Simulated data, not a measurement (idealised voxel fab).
voxel self aligned vias: a process module
We display cut, a cross-section 300 nm in width whose square cells are each 5 nm.
Bands, listed from the top down, are how a cross-section gets written in this document; the cross-section itself is a grid of square cells, and a band is one or more rows of them.
Look at the band entry: it leads with the top's height and the bottom's height in nm. Then it lists the materials left to right, with a width in nm for each. The word "full width" on a single material says that material fills the band edge to edge. The word "air" is empty space.
A quick word on heights: they are counted from 0, and under that level the wafer as it came to us is one material throughout. The lowest band is different from the rest in having no bottom; it simply continues downward, written as in "z 0 and below".
A two-number width, for instance "30..40", indicates that the width is equal to the first number in the top row of the band and to the second number in the bottom row, and that it changes by a constant amount per row of cells.
Where the words "all unchanged" appear for a step, the cross-section shows no cell changed by that step; every cell remained as before.
In "Voids, sealed" the enclosed voids are listed, meaning empty spaces of 8 cells or larger without any opening to the top. The form is width x height at distance, distance from the left edge, units nm.
Step line, after settings: the simulator's comment on this step.
If you see "overlay nm" on a step's line and that step has a mask, it's telling you how far right of where it was planned the mask ended up; a negative number means it went left instead.

## Steps planned for the process
1. RECEIVE: material Si
2. CONFORMAL_DEP: material SiO2, thk nm 10
3. CONFORMAL_DEP: material SiCN, thk nm 5
4. DIRECTIONAL_DEP: material lowk, thk nm 25
5. PATTERN: tone open, mask id LINES, material resist, width nm 25, pitch nm 50, thk nm 20, overlay nm 0
6. DIRECTIONAL_ETCH: etch materials lowk, depth nm 25
7. STRIP: etch materials resist
8. CONFORMAL_DEP: material TiN, thk nm 5
9. FILL_DEP: material W, thk nm 5
10. CMP: height nm 40
11. SELECTIVE_ETCH: etch materials W Ru TiN, depth nm 5
12. FILL_DEP: material SiN, thk nm 10
13. CMP: height nm 40
14. DIRECTIONAL_DEP: material lowk, thk nm 15
15. MASKED_ETCH: tone open, mask id VIAS, width nm 35, pitch nm 50, etch materials lowk, depth nm 15, overlay nm 0
16. MASKED_ETCH: tone open, mask id VIAS, width nm 35, pitch nm 50, etch materials SiN, depth nm 5, overlay nm 0
17. CONFORMAL_DEP: material TiN, thk nm 5
18. FILL_DEP: material Cu, thk nm 10
19. CMP: height nm 55
20. CONFORMAL_DEP: material SiN, thk nm 5

## First wafer out of two, processed as planned

## Delivered wafer in cross-section: state after step 1
- z 0 and below | Si full width
- Voids, sealed: none

## Cross-section of the wafer after step 2
- z 10 to 0 | SiO2 full width
- Below a height of 0, the structure has not been altered.

## Cross-section of the wafer after step 3
- z 15 to 10 | SiCN full width
- Below a height of 10, the structure has not been altered.

## Cross-section of the wafer after step 4
- z 40 to 15 | lowk full width
- Below a height of 15, the structure has not been altered.

## Cross-section of the wafer after step 5
- z 60 to 40 | resist (110); air (25); resist (25); air (25); resist (115)
- Below a height of 40, the structure has not been altered.

## Cross-section of the wafer after step 6
- z 60 to 40 | resist (110); air (25); resist (25); air (25); resist (115)
- z 40 to 15 | lowk (110); air (25); lowk (25); air (25); lowk (115)
- Below a height of 15, the structure has not been altered.

## Cross-section of the wafer after step 7
- z 40 to 15 | lowk (110); air (25); lowk (25); air (25); lowk (115)
- Below a height of 15, the structure has not been altered.

## Cross-section of the wafer after step 8
- z 45 to 40 | TiN (115); air (15); TiN (35); air (15); TiN (120)
- z 40 to 20 | lowk (110); TiN (5); air (15); TiN (5); lowk (25); TiN (5); air (15); TiN (5); lowk (115)
- z 20 to 15 | lowk (110); TiN (25); lowk (25); TiN (25); lowk (115)
- Below a height of 15, the structure has not been altered.

## Cross-section of the wafer after step 9
- z 50 to 45 | W full width
- z 45 to 40 | TiN (115); W (15); TiN (35); W (15); TiN (120)
- z 40 to 20 | lowk (110); TiN (5); W (15); TiN (5); lowk (25); TiN (5); W (15); TiN (5); lowk (115)
- Below a height of 20, the structure has not been altered.

## Cross-section of the wafer after step 10
- z 40 to 20 | lowk (110); TiN (5); W (15); TiN (5); lowk (25); TiN (5); W (15); TiN (5); lowk (115)
- Below a height of 20, the structure has not been altered.

## Cross-section of the wafer after step 11
- z 40 to 35 | lowk (110); air (25); lowk (25); air (25); lowk (115)
- Below a height of 35, the structure has not been altered.

## Cross-section of the wafer after step 12
- z 50 to 40 | SiN full width
- z 40 to 35 | lowk (110); SiN (25); lowk (25); SiN (25); lowk (115)
- Below a height of 35, the structure has not been altered.

## Cross-section of the wafer after step 13
- z 40 to 35 | lowk (110); SiN (25); lowk (25); SiN (25); lowk (115)
- Below a height of 35, the structure has not been altered.

## Cross-section of the wafer after step 14
- z 55 to 40 | lowk full width
- Below a height of 40, the structure has not been altered.

## Cross-section of the wafer after step 15
- z 55 to 40 | lowk (105); air (35); lowk (15); air (35); lowk (110)
- Below a height of 40, the structure has not been altered.

## Cross-section of the wafer after step 16
- z 55 to 40 | lowk (105); air (35); lowk (15); air (35); lowk (110)
- z 40 to 35 | lowk (110); air (25); lowk (25); air (25); lowk (115)
- Below a height of 35, the structure has not been altered.

## Cross-section of the wafer after step 17
- z 60 to 55 | TiN (110); air (25); TiN (25); air (25); TiN (115)
- z 55 to 45 | lowk (105); TiN (5); air (25); TiN (5); lowk (15); TiN (5); air (25); TiN (5); lowk (110)
- z 45 to 40 | lowk (105); TiN (10); air (15); TiN (10); lowk (15); TiN (10); air (15); TiN (10); lowk (110)
- z 40 to 35 | lowk (110); TiN (25); lowk (25); TiN (25); lowk (115)
- Below a height of 35, the structure has not been altered.

## Cross-section of the wafer after step 18
- z 70 to 60 | Cu full width
- z 60 to 55 | TiN (110); Cu (25); TiN (25); Cu (25); TiN (115)
- z 55 to 45 | lowk (105); TiN (5); Cu (25); TiN (5); lowk (15); TiN (5); Cu (25); TiN (5); lowk (110)
- z 45 to 40 | lowk (105); TiN (10); Cu (15); TiN (10); lowk (15); TiN (10); Cu (15); TiN (10); lowk (110)
- Below a height of 40, the structure has not been altered.

## Cross-section of the wafer after step 19
- z 55 to 45 | lowk (105); TiN (5); Cu (25); TiN (5); lowk (15); TiN (5); Cu (25); TiN (5); lowk (110)
- Below a height of 45, the structure has not been altered.

## Cross-section of the wafer after step 20
- z 60 to 55 | SiN full width
- Below a height of 55, the structure has not been altered.

## The second wafer was prepared from the same starting point and under the same plan as the first; its processing contained one mistake, and it remains indistinguishable from the first wafer up to and including step 14

## Cross-section of the second wafer at the time by which step 15 should have been completed according to the plan
- z 55 to 40 | air (105); lowk (35); air (15); lowk (35); air (110)
- Below a height of 40, the structure has not been altered.

Cross-section of the second wafer at the time by which step 16 should have been completed according to the plan: all unchanged

## Cross-section of the second wafer at the time by which step 17 should have been completed according to the plan
- z 60 to 55 | air (100); TiN (45); air (5); TiN (45); air (105)
- z 55 to 45 | air (100); TiN (5); lowk (35); TiN (5); air (5); TiN (5); lowk (35); TiN (5); air (105)
- z 45 to 40 | TiN (105); lowk (35); TiN (15); lowk (35); TiN (110)
- Below a height of 40, the structure has not been altered.

## Cross-section of the second wafer at the time by which step 18 should have been completed according to the plan
- z 70 to 60 | Cu full width
- z 60 to 55 | Cu (100); TiN (45); Cu (5); TiN (45); Cu (105)
- z 55 to 45 | Cu (100); TiN (5); lowk (35); TiN (5); Cu (5); TiN (5); lowk (35); TiN (5); Cu (105)
- Below a height of 45, the structure has not been altered.

## Cross-section of the second wafer at the time by which step 19 should have been completed according to the plan
- z 55 to 45 | Cu (100); TiN (5); lowk (35); TiN (5); Cu (5); TiN (5); lowk (35); TiN (5); Cu (105)
- Below a height of 45, the structure has not been altered.

## Cross-section of the second wafer at the time by which step 20 should have been completed according to the plan
- z 60 to 55 | SiN full width
- Below a height of 55, the structure has not been altered.
What went wrong in running the wafer? the process deviated at step 15: the operation and settings actually run there were MASKED_ETCH: tone cover, mask id VIAS, width nm 35, pitch nm 50, etch materials lowk, depth nm 15, overlay nm 0
Final wafer comparison in cells, second versus first, more or fewer per material: 58 more of Cu, 10 more of SiN, 28 more of TiN, 96 fewer of lowk
